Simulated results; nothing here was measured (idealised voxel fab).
process module | voxel self aligned vias
cross-section cut | 250 nm wide | cells 5 nm
A cross-section is a grid of square cells, given in bands from the top down. A band is one or more rows of cells.
Each band's line starts with the height of the band's top and of its bottom, in nm. Then come its materials from left to right, each with its width in nm. One material with "throughout" fills the band from edge to edge. "air" is empty space.
Height 0 is the level under which the wafer as received is all one material. The lowest band goes on downwards, as in "0 down".
A width such as "30 to 40" changes by the same amount from each row of cells to the next, from the band's top row to its bottom row.
"no change" after a step means that no cell of the cross-section changed.
closed voids: empty space of 8 cells or more with no open way to the top, each as width x height at its distance from the left edge, in nm
after a step's settings: what the simulator itself notes on the step
overlay nm, on a step with a mask: how far to the right of its planned place the mask lay; to the left if negative
plan
1 op RECEIVE | material Si
2 op CONFORMAL_DEP | material SiO2 | thk nm 15
3 op CONFORMAL_DEP | material SiCN | thk nm 5
4 op DIRECTIONAL_DEP | material lowk | thk nm 25
5 op MASKED_ETCH | tone open | mask id LINES | width nm 25 | pitch nm 60 | etch materials lowk | depth nm 25 | overlay nm 0
6 op CONFORMAL_DEP | material TiN | thk nm 5
7 op FILL_DEP | material W | thk nm 5
8 op CMP | height nm 45
9 op SELECTIVE_ETCH | etch materials W Ru TiN | depth nm 10
10 op FILL_DEP | material SiN | thk nm 5
11 op CMP | height nm 45
12 op DIRECTIONAL_DEP | material lowk | thk nm 20
13 op DIRECTIONAL_DEP | material aC | thk nm 10
14 op PATTERN | tone open | mask id VIAS | material resist | width nm 45 | pitch nm 60 | thk nm 30 | overlay nm 0
15 op DIRECTIONAL_ETCH | etch materials aC | depth nm 10
16 op STRIP | etch materials resist
17 op DIRECTIONAL_ETCH | etch materials lowk | depth nm 20
18 op DIRECTIONAL_ETCH | etch materials SiN | depth nm 10
19 op STRIP | etch materials aC
20 op CONFORMAL_DEP | material TiN | thk nm 5
21 op FILL_DEP | material Cu | thk nm 10
22 op CMP | height nm 65
23 op CONFORMAL_DEP | material SiCN | thk nm 5
as received, after step 1
  0 down: Si throughout
  closed voids: none
first wafer at the end, as planned
  70 to 65: SiCN throughout
  65 to 50: lowk 70 | TiN 5 | Cu 35 | TiN 5 | lowk 15 | TiN 5 | Cu 35 | TiN 5 | lowk 75
  50 to 40: lowk 70 to 80 | TiN 15 to 5 | Cu 15 | TiN 15 to 5 | lowk 15 to 35 | TiN 15 to 5 | Cu 15 | TiN 15 to 5 | lowk 75 to 85
  40 to 35: lowk 80 | TiN 25 | lowk 35 | TiN 25 | lowk 85
  35 to 25: lowk 80 | TiN 5 | W 15 | TiN 5 | lowk 35 | TiN 5 | W 15 | TiN 5 | lowk 85
  25 to 20: lowk 80 | TiN 25 | lowk 35 | TiN 25 | lowk 85
  20 to 15: SiCN throughout
  15 to 0: SiO2 throughout
  0 down: Si throughout
  closed voids: none
second wafer at the end: like start, like plan, one mistake
  70 to 65: SiCN throughout
  65 to 50: lowk 70 | TiN 5 | Cu 35 | TiN 5 | lowk 15 | TiN 5 | Cu 35 | TiN 5 | lowk 75
  50 to 45: lowk 70 | TiN 45 | lowk 15 | TiN 45 | lowk 75
  45 to 35: lowk 80 | Cu 25 | lowk 35 | Cu 25 | lowk 85
  35 to 25: lowk 80 | TiN 5 | W 15 | TiN 5 | lowk 35 | TiN 5 | W 15 | TiN 5 | lowk 85
  25 to 20: lowk 80 | TiN 25 | lowk 35 | TiN 25 | lowk 85
  20 to 15: SiCN throughout
  15 to 0: SiO2 throughout
  0 down: Si throughout
  closed voids: none
what went wrong: step 10 ran as: op FILL_DEP | material Cu | thk nm 5
at the end the second wafer has, in cells: 8 more of Cu | 8 fewer of TiN
